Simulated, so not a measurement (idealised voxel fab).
Proc. module: voxel ribs on slabs
Pictured: cross-section cut, 260 nm wide, on a grid of 5 nm square cells.
A cross-section is written here as square cells arranged in a grid, and it is given in bands from the top down, each band taking up one or more rows of cells. First you get the band's top height and its bottom height, in nm, and then the materials it's made of, left to right, with each width in nm. If you see a single material with "full width", that one covers the band edge to edge. "blank" is empty space. Basically, 0 is our baseline, since under it the wafer straight out of the box is all one material. The bottom band has no lower end and keeps on going down, so it looks like "0 down". When a width is written as two numbers, as in "30..40", the first number is the width in the top row of cells of the band and the second is the width in its bottom row, and the width changes by the same amount from each row to the next. You'll sometimes find "all unchanged" written for a step, and that's the way of saying that nowhere in the cross-section did a cell change during that step. Empty spaces counting at least 8 cells and having no open way to the top are listed in "Enclosed internal cavities". The notation width x height at distance is used for each, the distance being from the left edge and all three values in nm. Text after the settings on a step's line: the simulator's own remark on that step. "overlay nm" answers the question of how far to the right of plan the mask lay on a step that has a mask, and when it is negative the answer is to the left.

These are the steps we planned for the process:
1) RECEIVE | material Si
2) DIRECTIONAL_DEP | material SiO2 | thk nm 20
3) DIRECTIONAL_DEP | material polySi | thk nm 25
4) MASKED_ETCH | tone cover | mask id RIB | width nm 20 | etch materials polySi | depth nm 20 | overlay nm 0
5) DIRECTIONAL_DEP | material aC | thk nm 15
6) PATTERN | tone cover | mask id SLAB | material resist | width nm 60 | thk nm 35 | overlay nm 0
7) DIRECTIONAL_ETCH | etch materials aC | depth nm 15
8) STRIP | etch materials resist
9) DIRECTIONAL_ETCH | etch materials polySi | depth nm 5
10) STRIP | etch materials aC
11) FILL_DEP | material SiO2 | thk nm 15
12) CMP | height nm 55
13) DIRECTIONAL_DEP | material TiN | thk nm 5
14) DIRECTIONAL_DEP | material aC | thk nm 10
15) PATTERN | tone cover | mask id HEATER | material resist | width nm 30 | thk nm 30 | overlay nm 0
16) DIRECTIONAL_ETCH | etch materials aC | depth nm 10
17) STRIP | etch materials resist
18) DIRECTIONAL_ETCH | etch materials TiN | depth nm 5
19) STRIP | etch materials aC
20) CONFORMAL_DEP | material SiN | thk nm 10

The first of a set of two wafers, run to plan:

Cross-section: wafer on arrival = after step 1:
    0 down = Si full width
    Enclosed internal cavities: none

After step 2:
    20 to 0 = SiO2 full width
    below 0: unchanged

After step 3:
    45 to 20 = polySi full width
    below 20: unchanged

After step 4:
    45 to 25 = blank 120 nm; polySi 20 nm; blank 120 nm
    below 25: unchanged

After step 5:
    60 to 45 = blank 120 nm; aC 20 nm; blank 120 nm
    45 to 40 = blank 120 nm; polySi 20 nm; blank 120 nm
    40 to 25 = aC 120 nm; polySi 20 nm; aC 120 nm
    below 25: unchanged

After step 6:
    95 to 60 = blank 100 nm; resist 60 nm; blank 100 nm
    60 to 45 = blank 100 nm; resist 20 nm; aC 20 nm; resist 20 nm; blank 100 nm
    45 to 40 = blank 100 nm; resist 20 nm; polySi 20 nm; resist 20 nm; blank 100 nm
    below 40: unchanged

After step 7:
    80 to 60 = blank 100 nm; resist 60 nm; blank 100 nm
    60 to 45 = blank 100 nm; resist 20 nm; aC 20 nm; resist 20 nm; blank 100 nm
    45 to 40 = blank 100 nm; resist 20 nm; polySi 20 nm; resist 20 nm; blank 100 nm
    40 to 25 = blank 100 nm; aC 20 nm; polySi 20 nm; aC 20 nm; blank 100 nm
    below 25: unchanged

After step 8:
    60 to 45 = blank 120 nm; aC 20 nm; blank 120 nm
    45 to 40 = blank 120 nm; polySi 20 nm; blank 120 nm
    below 40: unchanged

After step 9:
    60 to 45 = blank 120 nm; aC 20 nm; blank 120 nm
    45 to 40 = blank 120 nm; polySi 20 nm; blank 120 nm
    40 to 25 = blank 100 nm; aC 20 nm; polySi 20 nm; aC 20 nm; blank 100 nm
    25 to 20 = blank 100 nm; polySi 60 nm; blank 100 nm
    below 20: unchanged

After step 10:
    45 to 25 = blank 120 nm; polySi 20 nm; blank 120 nm
    below 25: unchanged

After step 11:
    60 to 45 = SiO2 full width
    45 to 25 = SiO2 120 nm; polySi 20 nm; SiO2 120 nm
    25 to 20 = SiO2 100 nm; polySi 60 nm; SiO2 100 nm
    below 20: unchanged

After step 12:
    55 to 45 = SiO2 full width
    below 45: unchanged

After step 13:
    60 to 55 = TiN full width
    below 55: unchanged

After step 14:
    70 to 60 = aC full width
    below 60: unchanged

After step 15:
    100 to 70 = blank 115 nm; resist 30 nm; blank 115 nm
    below 70: unchanged

After step 16:
    90 to 70 = blank 115 nm; resist 30 nm; blank 115 nm
    70 to 60 = blank 115 nm; aC 30 nm; blank 115 nm
    below 60: unchanged

After step 17:
    70 to 60 = blank 115 nm; aC 30 nm; blank 115 nm
    below 60: unchanged

After step 18:
    70 to 60 = blank 115 nm; aC 30 nm; blank 115 nm
    60 to 55 = blank 115 nm; TiN 30 nm; blank 115 nm
    below 55: unchanged

After step 19:
    60 to 55 = blank 115 nm; TiN 30 nm; blank 115 nm
    below 55: unchanged

After step 20:
    70 to 65 = blank 105 nm; SiN 50 nm; blank 105 nm
    65 to 60 = SiN full width
    60 to 55 = SiN 115 nm; TiN 30 nm; SiN 115 nm
    below 55: unchanged

The Second Wafer: Common Origin and Plan, One Mistake in Execution, Identical to the First Through Step 5:

Cross-section of the second wafer at the time step 6 of the plan should have ended:
    95 to 60 = resist 100 nm; blank 60 nm; resist 100 nm
    60 to 45 = resist 100 nm; blank 20 nm; aC 20 nm; blank 20 nm; resist 100 nm
    45 to 40 = resist 100 nm; blank 20 nm; polySi 20 nm; blank 20 nm; resist 100 nm
    below 40: unchanged

Cross-section of the second wafer at the time step 7 of the plan should have ended:
    80 to 45 = resist 100 nm; blank 60 nm; resist 100 nm
    45 to 40 = resist 100 nm; blank 20 nm; polySi 20 nm; blank 20 nm; resist 100 nm
    40 to 25 = aC 100 nm; blank 20 nm; polySi 20 nm; blank 20 nm; aC 100 nm
    below 25: unchanged

Cross-section of the second wafer at the time step 8 of the plan should have ended:
    45 to 40 = blank 120 nm; polySi 20 nm; blank 120 nm
    below 40: unchanged

Cross-section of the second wafer at the time step 9 of the plan should have ended:
    40 to 25 = aC 100 nm; blank 20 nm; polySi 20 nm; blank 20 nm; aC 100 nm
    25 to 20 = polySi 100 nm; blank 20 nm; polySi 20 nm; blank 20 nm; polySi 100 nm
    below 20: unchanged

Cross-section of the second wafer at the time step 10 of the plan should have ended:
    40 to 25 = blank 120 nm; polySi 20 nm; blank 120 nm
    below 25: unchanged

Cross-section of the second wafer at the time step 11 of the plan should have ended:
    55 to 40 = SiO2 full width
    40 to 25 = SiO2 120 nm; polySi 20 nm; SiO2 120 nm
    25 to 20 = polySi 100 nm; SiO2 20 nm; polySi 20 nm; SiO2 20 nm; polySi 100 nm
    below 20: unchanged

Cross-section of the second wafer at the time step 12 of the plan should have ended: all unchanged

Cross-section of the second wafer at the time step 13 of the plan should have ended:
    60 to 55 = TiN full width
    below 55: unchanged

Cross-section of the second wafer at the time step 14 of the plan should have ended:
    70 to 60 = aC full width
    below 60: unchanged

Cross-section of the second wafer at the time step 15 of the plan should have ended:
    100 to 70 = blank 115 nm; resist 30 nm; blank 115 nm
    below 70: unchanged

Cross-section of the second wafer at the time step 16 of the plan should have ended:
    90 to 70 = blank 115 nm; resist 30 nm; blank 115 nm
    70 to 60 = blank 115 nm; aC 30 nm; blank 115 nm
    below 60: unchanged

Cross-section of the second wafer at the time step 17 of the plan should have ended:
    70 to 60 = blank 115 nm; aC 30 nm; blank 115 nm
    below 60: unchanged

Cross-section of the second wafer at the time step 18 of the plan should have ended:
    70 to 60 = blank 115 nm; aC 30 nm; blank 115 nm
    60 to 55 = blank 115 nm; TiN 30 nm; blank 115 nm
    below 55: unchanged

Cross-section of the second wafer at the time step 19 of the plan should have ended:
    60 to 55 = blank 115 nm; TiN 30 nm; blank 115 nm
    below 55: unchanged

Cross-section of the second wafer at the time step 20 of the plan should have ended:
    70 to 65 = blank 105 nm; SiN 50 nm; blank 105 nm
    65 to 60 = SiN full width
    60 to 55 = SiN 115 nm; TiN 30 nm; SiN 115 nm
    below 55: unchanged
Error vs. plan: for step 6, the planned setting was not used; the step was instead run as PATTERN | tone open | mask id SLAB | material resist | width nm 60 | thk nm 35 | overlay nm 0
Upon completion, the second wafer contains, in terms of cells, a greater or smaller amount of certain materials than the first wafer: 28 fewer of SiO2, 28 more of polySi
